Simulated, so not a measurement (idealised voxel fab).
process module | voxel capacitor over wiring
Section cut is 170 nm wide and gridded with 5 nm square cells.
The cross-sections in this document take the form of a grid made of square cells. They are written out as bands, in order from top to bottom. Each band consists of one or more rows of cells.
Each band's line starts with the height of the band's top and of its bottom, in nm. Then come its materials from left to right, each with its width in nm. One material with "all across" fills the band from edge to edge. "blank" is empty space.
Beneath 0, the wafer as received is one material, and that level is where height counting begins. The lowest band goes on downward without a bottom; it is written like "0 -> down".
Width "30..40": first value at the band's top row of cells, second value at its bottom row, equal change from row to row.
For the purposes of this document, the phrase "no change occurred" attached to a step denotes that no cell within the cross-section was modified by that step.
Empty spaces without an open route to the top, at least 8 cells in extent, make up the entry "Closed cavity list"; each is given as width x height at distance, where the distance is measured from the left edge, and all are in nm.
It should be noted that, on the line of a given step, the content following the step's settings is a remark produced by the simulator itself with respect to that step.
Steps that use a mask can have "overlay nm" on their line. It says how far the mask sat to the right of where it was meant to be. Negative means to the left.

## Here's what the planned process steps look like
| 1 | RECEIVE: material Si |
| 2 | CONFORMAL_DEP: material SiO2, thk nm 10 |
| 3 | DIRECTIONAL_DEP: material TiN, thk nm 5 |
| 4 | DIRECTIONAL_DEP: material Ru, thk nm 15 |
| 5 | MASKED_ETCH: tone cover, mask id METAL_1, width nm 20, pitch nm 80, etch materials Ru, depth nm 15, overlay nm 0 |
| 6 | MASKED_ETCH: tone cover, mask id METAL_1, width nm 20, pitch nm 80, etch materials TiN, depth nm 5, overlay nm 0 |
| 7 | FILL_DEP: material SiO2, thk nm 5 |
| 8 | CMP: height nm 30 |
| 9 | CONFORMAL_DEP: material SiCN, thk nm 5 |
| 10 | DIRECTIONAL_DEP: material SiO2, thk nm 10 |
| 11 | DIRECTIONAL_DEP: material aC, thk nm 10 |
| 12 | PATTERN: tone open, mask id PLUG_1, material resist, width nm 15, thk nm 25, overlay nm 0 |
| 13 | DIRECTIONAL_ETCH: etch materials aC, depth nm 10 |
| 14 | STRIP: etch materials resist |
| 15 | DIRECTIONAL_ETCH: etch materials SiO2, depth nm 10 |
| 16 | DIRECTIONAL_ETCH: etch materials SiCN, depth nm 5 |
| 17 | STRIP: etch materials aC |
| 18 | CONFORMAL_DEP: material TiN, thk nm 5 |
| 19 | FILL_DEP: material Cu, thk nm 5 |
| 20 | CMP: height nm 45 |
| 21 | DIRECTIONAL_DEP: material TiN, thk nm 10 |
| 22 | DIRECTIONAL_DEP: material Al2O3, thk nm 5 |
| 23 | DIRECTIONAL_DEP: material TiN, thk nm 10 |
| 24 | MASKED_ETCH: tone cover, mask id UPPER_PLATE, width nm 65, etch materials TiN, depth nm 10, overlay nm 0 |
| 25 | MASKED_ETCH: tone cover, mask id UPPER_PLATE, width nm 65, etch materials Al2O3, depth nm 5, overlay nm 0 |
| 26 | PATTERN: tone cover, mask id LOWER_PLATE, material resist, width nm 75, thk nm 20, overlay nm 0 |
| 27 | DIRECTIONAL_ETCH: etch materials TiN, depth nm 10 |
| 28 | STRIP: etch materials resist |
| 29 | FILL_DEP: material SiO2, thk nm 15 |
| 30 | CMP: height nm 80 |
| 31 | PATTERN: tone open, mask id PLUG_2, material resist, width nm 15, thk nm 20, overlay nm 0 |
| 32 | DIRECTIONAL_ETCH: etch materials SiO2, depth nm 10 |
| 33 | STRIP: etch materials resist |
| 34 | CONFORMAL_DEP: material TiN, thk nm 5 |
| 35 | FILL_DEP: material Ru, thk nm 10 |
| 36 | CMP: height nm 80 |
| 37 | CONFORMAL_DEP: material SiN, thk nm 5 |

## Cross-section of the wafer as it came to us, i.e., already through step 1
    0 -> down = Si all across
    Closed cavity list: none

## Cross-sectional view of the first of the two wafers upon completion of the module, processed in accordance with the plan
    85 -> 80 = SiN all across
    80 -> 75 = SiO2 50 nm, then TiN 5 nm, then Ru 5 nm, then TiN 5 nm, then SiO2 105 nm
    75 -> 70 = SiO2 50 nm, then TiN 15 nm, then SiO2 105 nm
    70 -> 60 = SiO2 40 nm, then TiN 65 nm, then SiO2 65 nm
    60 -> 55 = SiO2 40 nm, then Al2O3 65 nm, then SiO2 65 nm
    55 -> 45 = SiO2 35 nm, then TiN 75 nm, then SiO2 60 nm
    45 -> 35 = SiO2 40 nm, then TiN 5 nm, then Cu 5 nm, then TiN 5 nm, then SiO2 115 nm
    35 -> 30 = SiCN 40 nm, then TiN 15 nm, then SiCN 115 nm
    30 -> 15 = SiO2 35 nm, then Ru 20 nm, then SiO2 60 nm, then Ru 20 nm, then SiO2 35 nm
    15 -> 10 = SiO2 35 nm, then TiN 20 nm, then SiO2 60 nm, then TiN 20 nm, then SiO2 35 nm
    10 -> 0 = SiO2 all across
    0 -> down = Si all across
    Closed cavity list: none

## End of module, second wafer, cross-section. Started like the first, planned like the first, run with one mistake
    85 -> 80 = SiN all across
    80 -> 75 = SiO2 50 nm, then TiN 5 nm, then Ru 5 nm, then TiN 5 nm, then SiO2 105 nm
    75 -> 70 = SiO2 50 nm, then TiN 15 nm, then SiO2 105 nm
    70 -> 60 = SiO2 40 nm, then TiN 65 nm, then SiO2 65 nm
    60 -> 55 = SiO2 40 nm, then Al2O3 65 nm, then SiO2 65 nm
    55 -> 45 = SiO2 35 nm, then TiN 75 nm, then SiO2 60 nm
    45 -> 35 = SiO2 40 nm, then TiN 5 nm, then Cu 5 nm, then TiN 5 nm, then SiO2 115 nm
    35 -> 30 = SiCN 40 nm, then TiN 15 nm, then SiCN 115 nm
    30 -> 15 = SiO2 35 nm, then Ru 20 nm, then SiO2 60 nm, then Ru 20 nm, then SiO2 35 nm
    15 -> 10 = SiO2 25 nm, then TiN 30 nm, then SiO2 50 nm, then TiN 30 nm, then SiO2 35 nm
    10 -> 0 = SiO2 all across
    0 -> down = Si all across
    Closed cavity list: none
In executing the process, a mistake was made relative to the plan: it should be noted that step 6 was executed with settings other than those planned, the operation and settings actually applied being MASKED_ETCH: tone cover, mask id METAL_1, width nm 20, pitch nm 80, etch materials TiN, depth nm 5, overlay nm -10
Materials where the second wafer ends with more or fewer cells than the first: -4 SiO2 | +4 TiN
